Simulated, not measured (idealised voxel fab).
process module | voxel ribs on slabs
cross-section cut | 255 nm wide | cells 5 nm
A cross-section is a grid of square cells, given in bands from the top down. A band is one or more rows of cells.
Each band's line starts with the height of the band's top and of its bottom, in nm. Then come its materials from left to right, each with its width in nm. One material with "throughout" fills the band from edge to edge. "air" is empty space.
Height 0 is the level under which the wafer as received is all one material. The lowest band goes on downwards, as in "0 down".
A width such as "30 to 40" changes by the same amount from each row of cells to the next, from the band's top row to its bottom row.
"no change" after a step means that no cell of the cross-section changed.
closed voids: empty space of 8 cells or more with no open way to the top, each as width x height at its distance from the left edge, in nm
after a step's settings: what the simulator itself notes on the step
overlay nm, on a step with a mask: how far to the right of its planned place the mask lay; to the left if negative
plan
1 op RECEIVE | material Si
2 op DIRECTIONAL_DEP | material SiO2 | thk nm 30
3 op DIRECTIONAL_DEP | material SiN | thk nm 15
4 op MASKED_ETCH | tone cover | mask id RIB | width nm 20 | etch materials SiN | depth nm 5 | overlay nm 0
5 op PATTERN | tone cover | mask id SLAB | material resist | width nm 70 | thk nm 20 | overlay nm -15
6 op DIRECTIONAL_ETCH | etch materials SiN | depth nm 10
7 op STRIP | etch materials resist
8 op FILL_DEP | material SiO2 | thk nm 25
9 op CMP | height nm 60
10 op DIRECTIONAL_DEP | material W | thk nm 10
11 op DIRECTIONAL_DEP | material aC | thk nm 15
12 op PATTERN | tone cover | mask id HEATER | material resist | width nm 30 | thk nm 35 | overlay nm 0
13 op DIRECTIONAL_ETCH | etch materials aC | depth nm 15
14 op STRIP | etch materials resist
15 op DIRECTIONAL_ETCH | etch materials W | depth nm 10
16 op STRIP | etch materials aC
17 op CONFORMAL_DEP | material SiO2 | thk nm 5
varied across the wafers: overlay nm of step 5. The plan shows the first wafer's value. All wafers start alike
first wafer as received, after step 1
  0 down: Si throughout
  closed voids: none
each wafer at the end: cells of each material gained (+) or lost (-) since it was received, then its closed voids
overlay nm -15 | +32 SiN | +635 SiO2 | +12 W | closed voids: none
overlay nm -10 | +32 SiN | +635 SiO2 | +12 W | closed voids: none
overlay nm -5 | +32 SiN | +635 SiO2 | +12 W | closed voids: none
overlay nm 0 | +32 SiN | +635 SiO2 | +12 W | closed voids: none
overlay nm 5 | +32 SiN | +635 SiO2 | +12 W | closed voids: none
overlay nm 10 | +32 SiN | +635 SiO2 | +12 W | closed voids: none
overlay nm 15 | +32 SiN | +635 SiO2 | +12 W | closed voids: none
